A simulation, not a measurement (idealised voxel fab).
Process module, titled voxel gate over fins
Pictured: cross-section cut, 260 nm wide, on a grid of 5 nm square cells.
Cross-section format: a grid of square cells, given as bands from top to bottom; each band is one or more rows of cells.
Read a band's entry like this: the first values are the height of its top and the height of its bottom in nm, and what follows is the sequence of materials from left to right, each with its width in nm. Note that "empty" is empty space, and that a single material marked "full width" reaches across the band from edge to edge.
Ref level 0: as-received wafer is one material below here. Bottom band extends down with no lower bound ("top 0, no bottom").
Per-row width for "30..40": begins at first number (top row of band), ends at second number (bottom row), increment between rows held constant.
Any step labelled "changes: none" changed none of the cells in the cross-section.
This entry, "Unvented voids", enumerates those empty regions of no fewer than 8 cells that possess no open connection to the top. Each region is reported in the form width x height at distance, the distance being taken from the left edge, with all three quantities expressed in nm.
Past the settings on a step's line: simulator remark, on that step.
overlay nm: step with mask; distance mask lay right of planned place; negative value = left of planned place.
## Process steps - plan
| 1 | RECEIVE with material Si |
| 2 | CONFORMAL_DEP with material SiN, thk nm 5 |
| 3 | MASKED_ETCH with tone cover, mask id FINS, width nm 15, pitch nm 35, etch materials SiN, depth nm 5, overlay nm 0 |
| 4 | MASKED_ETCH with tone cover, mask id FINS, width nm 15, pitch nm 35, etch materials Si, depth nm 35, overlay nm 0 |
| 5 | OXIDIZE with depth nm 5 |
| 6 | FILL_DEP with material SiO2, thk nm 15 |
| 7 | CMP with height nm 5 |
| 8 | SELECTIVE_ETCH with etch materials SiO2, depth nm 20 |
| 9 | STRIP with etch materials SiN |
| 10 | CONFORMAL_DEP with material HfO2, thk nm 5 |
| 11 | CONFORMAL_DEP with material TiN, thk nm 5 |
| 12 | CONFORMAL_DEP with material TiAl, thk nm 5 |
| 13 | CONFORMAL_DEP with material TiN, thk nm 5 |
| 14 | FILL_DEP with material W, thk nm 15 |
| 15 | CMP with height nm 30 |
| 16 | CONFORMAL_DEP with material SiN, thk nm 10 |
## The following pertains to the first of two wafers, which was processed as planned
## As received (post step 1): cross-section
* top 0, no bottom | Si full width
* Unvented voids: none
## Wafer section view after processing step 2
* top 5, bottom 0 | SiN full width
* Heights below 0 show no change.
## Wafer section view after processing step 3
* top 5, bottom 0 | empty=105  SiN=15  empty=20  SiN=15  empty=105
* Heights below 0 show no change.
## Wafer section view after processing step 4
* top 5, bottom 0 | empty=105  SiN=15  empty=20  SiN=15  empty=105
* top 0, bottom -35 | empty=105  Si=15  empty=20  Si=15  empty=105
* Heights below -35 show no change.
## Wafer section view after processing step 5
* top 5, bottom 0 | empty=105  SiN=15  empty=20  SiN=15  empty=105
* top 0, bottom -35 | empty=105  SiO2=5  Si=5  SiO2=5  empty=20  SiO2=5  Si=5  SiO2=5  empty=105
* top -35, bottom -40 | SiO2=110  Si=5  SiO2=30  Si=5  SiO2=110
* Heights below -40 show no change.
## Wafer section view after processing step 6
* top 20, bottom 5 | SiO2 full width
* top 5, bottom 0 | SiO2=105  SiN=15  SiO2=20  SiN=15  SiO2=105
* top 0, bottom -40 | SiO2=110  Si=5  SiO2=30  Si=5  SiO2=110
* Heights below -40 show no change.
## Wafer section view after processing step 7
* top 5, bottom 0 | SiO2=105  SiN=15  SiO2=20  SiN=15  SiO2=105
* Heights below 0 show no change.
## Wafer section view after processing step 8
* top 5, bottom 0 | empty=105  SiN=15  empty=20  SiN=15  empty=105
* top 0, bottom -15 | empty=110  Si=5  empty=30  Si=5  empty=110
* Heights below -15 show no change.
## Wafer section view after processing step 9
* top 0, bottom -15 | empty=110  Si=5  empty=30  Si=5  empty=110
* Heights below -15 show no change.
## Wafer section view after processing step 10
* top 5, bottom 0 | empty=105  HfO2=15  empty=20  HfO2=15  empty=105
* top 0, bottom -10 | empty=105  HfO2=5  Si=5  HfO2=5  empty=20  HfO2=5  Si=5  HfO2=5  empty=105
* top -10, bottom -15 | HfO2=110  Si=5  HfO2=30  Si=5  HfO2=110
* Heights below -15 show no change.
## Wafer section view after processing step 11
* top 10, bottom 5 | empty=100  TiN=25  empty=10  TiN=25  empty=100
* top 5, bottom 0 | empty=100  TiN=5  HfO2=15  TiN=5  empty=10  TiN=5  HfO2=15  TiN=5  empty=100
* top 0, bottom -5 | empty=100  TiN=5  HfO2=5  Si=5  HfO2=5  TiN=5  empty=10  TiN=5  HfO2=5  Si=5  HfO2=5  TiN=5  empty=100
* top -5, bottom -10 | TiN=105  HfO2=5  Si=5  HfO2=5  TiN=20  HfO2=5  Si=5  HfO2=5  TiN=105
* Heights below -10 show no change.
## Wafer section view after processing step 12
* top 15, bottom 10 | empty=95  TiAl=70  empty=95
* top 10, bottom 5 | empty=95  TiAl=5  TiN=25  TiAl=10  TiN=25  TiAl=5  empty=95
* top 5, bottom 0 | empty=95  TiAl=5  TiN=5  HfO2=15  TiN=5  TiAl=10  TiN=5  HfO2=15  TiN=5  TiAl=5  empty=95
* top 0, bottom -5 | TiAl=100  TiN=5  HfO2=5  Si=5  HfO2=5  TiN=5  TiAl=10  TiN=5  HfO2=5  Si=5  HfO2=5  TiN=5  TiAl=100
* Heights below -5 show no change.
## Wafer section view after processing step 13
* top 20, bottom 15 | empty=90  TiN=80  empty=90
* top 15, bottom 10 | empty=90  TiN=5  TiAl=70  TiN=5  empty=90
* top 10, bottom 5 | empty=90  TiN=5  TiAl=5  TiN=25  TiAl=10  TiN=25  TiAl=5  TiN=5  empty=90
* top 5, bottom 0 | TiN=95  TiAl=5  TiN=5  HfO2=15  TiN=5  TiAl=10  TiN=5  HfO2=15  TiN=5  TiAl=5  TiN=95
* Heights below 0 show no change.
## Wafer section view after processing step 14
* top 35, bottom 20 | W full width
* top 20, bottom 15 | W=90  TiN=80  W=90
* top 15, bottom 10 | W=90  TiN=5  TiAl=70  TiN=5  W=90
* top 10, bottom 5 | W=90  TiN=5  TiAl=5  TiN=25  TiAl=10  TiN=25  TiAl=5  TiN=5  W=90
* Heights below 5 show no change.
## Wafer section view after processing step 15
* top 30, bottom 20 | W full width
* Heights below 20 show no change.
## Wafer section view after processing step 16
* top 40, bottom 30 | SiN full width
* Heights below 30 show no change.
## The second wafer was prepared from the same starting point and under the same plan as the first; its processing contained one mistake, and it remains indistinguishable from the first wafer up to and including step 2
## Cross-section of the second wafer at the time step 3 of the plan should have ended
* top 5, bottom 0 | empty=105  SiN=20  empty=15  SiN=20  empty=100
* Heights below 0 show no change.
## Cross-section of the second wafer at the time step 4 of the plan should have ended
* top 5, bottom 0 | empty=105  SiN=20  empty=15  SiN=20  empty=100
* top 0, bottom -35 | empty=105  Si=20  empty=15  Si=20  empty=100
* Heights below -35 show no change.
## Cross-section of the second wafer at the time step 5 of the plan should have ended
* top 5, bottom 0 | empty=105  SiN=20  empty=15  SiN=20  empty=100
* top 0, bottom -35 | empty=105  SiO2=5  Si=10  SiO2=5  empty=15  SiO2=5  Si=10  SiO2=5  empty=100
* top -35, bottom -40 | SiO2=110  Si=10  SiO2=25  Si=10  SiO2=105
* Heights below -40 show no change.
## Cross-section of the second wafer at the time step 6 of the plan should have ended
* top 20, bottom 5 | SiO2 full width
* top 5, bottom 0 | SiO2=105  SiN=20  SiO2=15  SiN=20  SiO2=100
* top 0, bottom -40 | SiO2=110  Si=10  SiO2=25  Si=10  SiO2=105
* Heights below -40 show no change.
## Cross-section of the second wafer at the time step 7 of the plan should have ended
* top 5, bottom 0 | SiO2=105  SiN=20  SiO2=15  SiN=20  SiO2=100
* Heights below 0 show no change.
## Cross-section of the second wafer at the time step 8 of the plan should have ended
* top 5, bottom 0 | empty=105  SiN=20  empty=15  SiN=20  empty=100
* top 0, bottom -15 | empty=110  Si=10  empty=25  Si=10  empty=105
* Heights below -15 show no change.
## Cross-section of the second wafer at the time step 9 of the plan should have ended
* top 0, bottom -15 | empty=110  Si=10  empty=25  Si=10  empty=105
* Heights below -15 show no change.
## Cross-section of the second wafer at the time step 10 of the plan should have ended
* top 5, bottom 0 | empty=105  HfO2=20  empty=15  HfO2=20  empty=100
* top 0, bottom -10 | empty=105  HfO2=5  Si=10  HfO2=5  empty=15  HfO2=5  Si=10  HfO2=5  empty=100
* top -10, bottom -15 | HfO2=110  Si=10  HfO2=25  Si=10  HfO2=105
* Heights below -15 show no change.
## Cross-section of the second wafer at the time step 11 of the plan should have ended
* top 10, bottom 5 | empty=100  TiN=30  empty=5  TiN=30  empty=95
* top 5, bottom 0 | empty=100  TiN=5  HfO2=20  TiN=5  empty=5  TiN=5  HfO2=20  TiN=5  empty=95
* top 0, bottom -5 | empty=100  TiN=5  HfO2=5  Si=10  HfO2=5  TiN=5  empty=5  TiN=5  HfO2=5  Si=10  HfO2=5  TiN=5  empty=95
* top -5, bottom -10 | TiN=105  HfO2=5  Si=10  HfO2=5  TiN=15  HfO2=5  Si=10  HfO2=5  TiN=100
* Heights below -10 show no change.
## Cross-section of the second wafer at the time step 12 of the plan should have ended
* top 15, bottom 10 | empty=95  TiAl=75  empty=90
* top 10, bottom 5 | empty=95  TiAl=5  TiN=30  TiAl=5  TiN=30  TiAl=5  empty=90
* top 5, bottom 0 | empty=95  TiAl=5  TiN=5  HfO2=20  TiN=5  TiAl=5  TiN=5  HfO2=20  TiN=5  TiAl=5  empty=90
* top 0, bottom -5 | TiAl=100  TiN=5  HfO2=5  Si=10  HfO2=5  TiN=5  TiAl=5  TiN=5  HfO2=5  Si=10  HfO2=5  TiN=5  TiAl=95
* Heights below -5 show no change.
## Cross-section of the second wafer at the time step 13 of the plan should have ended
* top 20, bottom 15 | empty=90  TiN=85  empty=85
* top 15, bottom 10 | empty=90  TiN=5  TiAl=75  TiN=5  empty=85
* top 10, bottom 5 | empty=90  TiN=5  TiAl=5  TiN=30  TiAl=5  TiN=30  TiAl=5  TiN=5  empty=85
* top 5, bottom 0 | TiN=95  TiAl=5  TiN=5  HfO2=20  TiN=5  TiAl=5  TiN=5  HfO2=20  TiN=5  TiAl=5  TiN=90
* Heights below 0 show no change.
## Cross-section of the second wafer at the time step 14 of the plan should have ended
* top 35, bottom 20 | W full width
* top 20, bottom 15 | W=90  TiN=85  W=85
* top 15, bottom 10 | W=90  TiN=5  TiAl=75  TiN=5  W=85
* top 10, bottom 5 | W=90  TiN=5  TiAl=5  TiN=30  TiAl=5  TiN=30  TiAl=5  TiN=5  W=85
* Heights below 5 show no change.
## Cross-section of the second wafer at the time step 15 of the plan should have ended
* top 30, bottom 20 | W full width
* Heights below 20 show no change.
## Cross-section of the second wafer at the time step 16 of the plan should have ended
* top 40, bottom 30 | SiN full width
* Heights below 30 show no change.
Deviation from plan: step 3: run off-plan, actual operation and settings MASKED_ETCH with tone cover, mask id FINS, width nm 20, pitch nm 35, etch materials SiN, depth nm 5, overlay nm 0
FYI, end of process, the second wafer has more or fewer cells of some materials than the first: Si +16, SiO2 -10, TiAl -3, W -3
